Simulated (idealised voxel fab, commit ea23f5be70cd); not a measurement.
Process module under the name voxel capacitor over wiring
This is section cut - it's 215 nm across, gridded in 5 nm square cells.
The cross-sections in this document take the form of a grid made of square cells. They are written out as bands, in order from top to bottom. Each band consists of one or more rows of cells. The band entry comprises the height of the band's top followed by the height of its bottom, expressed in nm, and subsequently the band's materials from left to right, each stated together with its width in nm. Where a single material is marked with the word "everywhere", that material fills the band from edge to edge. The word "air" represents empty space. We count height from 0. Below that, the starting wafer is all one material. The lowest band never ends at the bottom but goes on down; see "0 down" for how that is written. Quick explanation for "30..40": the width changes in equal steps down the rows of cells, from the first number in the band's top row to the second number in its bottom row. Take "remained the same" at face value: in the step it is given for, the cross-section changed in none of its cells. Basically, "Voids, fully enclosed" tells you about the enclosed voids: empty spaces with no open way to the top, 8 cells or bigger, each written width x height at distance, where distance is from the left edge, all in nm. Past the settings on a step's line: simulator remark, on that step. The "overlay nm" setting may appear on a step's line; for a step that uses a mask, it gives how far to the right of its planned position the mask lay, and a negative value indicates the left.
HERE'S WHAT THE PLANNED PROCESS STEPS LOOK LIKE
1) RECEIVE [material Si]
2) CONFORMAL_DEP [material SiO2] [thk nm 15]
3) CONFORMAL_DEP [material SiCN] [thk nm 5]
4) DIRECTIONAL_DEP [material SiO2] [thk nm 20]
5) MASKED_ETCH [tone open] [mask id METAL_1] [width nm 30] [pitch nm 80] [etch materials SiO2] [depth nm 20] [overlay nm 0]
6) MASKED_ETCH [tone open] [mask id METAL_1] [width nm 30] [pitch nm 80] [etch materials SiCN] [depth nm 5] [overlay nm 0]
7) CONFORMAL_DEP [material TiN] [thk nm 5]
8) FILL_DEP [material Cu] [thk nm 10]
9) CMP [height nm 40]
10) CONFORMAL_DEP [material SiCN] [thk nm 5]
11) DIRECTIONAL_DEP [material lowk] [thk nm 15]
12) MASKED_ETCH [tone open] [mask id PLUG_1] [width nm 15] [etch materials lowk] [depth nm 15] [overlay nm 0]
13) MASKED_ETCH [tone open] [mask id PLUG_1] [width nm 15] [etch materials SiCN] [depth nm 5] [overlay nm 0]
14) CONFORMAL_DEP [material TiN] [thk nm 5]
15) FILL_DEP [material W] [thk nm 10]
16) CMP [height nm 60]
17) DIRECTIONAL_DEP [material TiN] [thk nm 10]
18) DIRECTIONAL_DEP [material HfO2] [thk nm 5]
19) DIRECTIONAL_DEP [material TiN] [thk nm 5]
20) MASKED_ETCH [tone cover] [mask id UPPER_PLATE] [width nm 55] [etch materials TiN] [depth nm 5] [overlay nm 0]
21) MASKED_ETCH [tone cover] [mask id UPPER_PLATE] [width nm 55] [etch materials HfO2] [depth nm 5] [overlay nm 0]
22) MASKED_ETCH [tone cover] [mask id LOWER_PLATE] [width nm 65] [etch materials TiN] [depth nm 10] [overlay nm 0]
23) FILL_DEP [material SiO2] [thk nm 20]
24) CMP [height nm 95]
25) MASKED_ETCH [tone open] [mask id PLUG_2] [width nm 15] [etch materials SiO2] [depth nm 15] [overlay nm 0]
26) CONFORMAL_DEP [material TiN] [thk nm 5]
27) FILL_DEP [material Cu] [thk nm 10]
28) CMP [height nm 95]
29) CONFORMAL_DEP [material SiCN] [thk nm 5]
INCOMING WAFER, CROSS-SECTIONAL VIEW, POST STEP 1
- 0 down = Si everywhere
- Voids, fully enclosed: none
FIRST OF TWO WAFERS, END-OF-MODULE SECTION, RUN FOLLOWED PLAN
- 100 to 95 = SiCN everywhere
- 95 to 85 = SiO2: 75, TiN: 5, Cu: 5, TiN: 5, SiO2: 125
- 85 to 75 = SiO2: 75..65, TiN: 15..55, SiO2: 125..95
- 75 to 70 = SiO2: 65, HfO2: 55, SiO2: 95
- 70 to 60 = SiO2: 60, TiN: 65, SiO2: 90
- 60 to 45 = lowk: 65, TiN: 5, W: 5, TiN: 5, lowk: 135
- 45 to 40 = SiCN: 65, TiN: 15, SiCN: 135
- 40 to 20 = SiO2: 50, TiN: 5, Cu: 20, TiN: 5, SiO2: 50, TiN: 5, Cu: 20, TiN: 5, SiO2: 55
- 20 to 15 = SiCN: 50, TiN: 30, SiCN: 50, TiN: 30, SiCN: 55
- 15 to 0 = SiO2 everywhere
- 0 down = Si everywhere
- Voids, fully enclosed: none
CROSS-SECTION OF THE LATTER OF THE TWO WAFERS AT MODULE COMPLETION. IT HAD AN IDENTICAL START AND AN IDENTICAL PLAN TO THE FORMER; IN RUNNING IT, ONE MISTAKE WAS MADE
- 100 to 95 = SiCN everywhere
- 95 to 85 = SiO2: 70, TiN: 5, Cu: 5, TiN: 5, SiO2: 130
- 85 to 75 = SiO2: 70..65, TiN: 15..55, SiO2: 130..95
- 75 to 70 = SiO2: 65, HfO2: 55, SiO2: 95
- 70 to 60 = SiO2: 60, TiN: 65, SiO2: 90
- 60 to 45 = lowk: 65, TiN: 5, W: 5, TiN: 5, lowk: 135
- 45 to 40 = SiCN: 65, TiN: 15, SiCN: 135
- 40 to 20 = SiO2: 50, TiN: 5, Cu: 20, TiN: 5, SiO2: 50, TiN: 5, Cu: 20, TiN: 5, SiO2: 55
- 20 to 15 = SiCN: 50, TiN: 30, SiCN: 50, TiN: 30, SiCN: 55
- 15 to 0 = SiO2 everywhere
- 0 down = Si everywhere
- Voids, fully enclosed: none
Error vs. plan: step 25 was processed under conditions differing from the plan, specifically as MASKED_ETCH [tone open] [mask id PLUG_2] [width nm 15] [etch materials SiO2] [depth nm 15] [overlay nm -5]
So at the finish, the second wafer's got exactly as many cells of each material as the first, just not in the same spots.
